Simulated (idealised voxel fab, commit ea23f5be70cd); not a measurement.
process module | voxel double patterning
cross-section cut | 265 nm wide | cells 5 nm
A cross-section is a grid of square cells, given in bands from the top down. A band is one or more rows of cells.
Each band's line starts with the height of the band's top and of its bottom, in nm. Then come its materials from left to right, each with its width in nm. One material with "throughout" fills the band from edge to edge. "air" is empty space.
Height 0 is the level under which the wafer as received is all one material. The lowest band goes on downwards, as in "0 down".
A width such as "30 to 40" changes by the same amount from each row of cells to the next, from the band's top row to its bottom row.
"no change" after a step means that no cell of the cross-section changed.
closed voids: empty space of 8 cells or more with no open way to the top, each as width x height at its distance from the left edge, in nm
after a step's settings: what the simulator itself notes on the step
overlay nm, on a step with a mask: how far to the right of its planned place the mask lay; to the left if negative
plan
1 op RECEIVE | material Si
2 op CONFORMAL_DEP | material SiO2 | thk nm 5
3 op DIRECTIONAL_DEP | material W | thk nm 15
4 op DIRECTIONAL_DEP | material SiCN | thk nm 10
5 op MASKED_ETCH | tone open | mask id FIRST | width nm 15 | pitch nm 50 | etch materials SiCN | depth nm 10 | overlay nm 0
6 op MASKED_ETCH | tone open | mask id SECOND | width nm 15 | etch materials SiCN | depth nm 10 | overlay nm 0
7 op DIRECTIONAL_ETCH | etch materials W | depth nm 15
8 op STRIP | etch materials SiCN
varied across the wafers: thk nm of step 2. The plan shows the first wafer's value. All wafers start alike
first wafer as received, after step 1
  0 down: Si throughout
  closed voids: none
first wafer at the end, after step 8
  20 to 5: W 100 | air 15 | W 10 | air 15 | W 10 | air 15 | W 100
  5 to 0: SiO2 throughout
  0 down: Si throughout
  closed voids: none
last wafer at the end
  35 to 20: W 100 | air 15 | W 10 | air 15 | W 10 | air 15 | W 100
  20 to 0: SiO2 throughout
  0 down: Si throughout
  closed voids: none
each wafer at the end: cells of each material gained (+) or lost (-) since it was received, then its closed voids
thk nm 5 | +53 SiO2 | +132 W | closed voids: none
thk nm 10 | +106 SiO2 | +132 W | closed voids: none
thk nm 15 | +159 SiO2 | +132 W | closed voids: none
thk nm 20 | +212 SiO2 | +132 W | closed voids: none
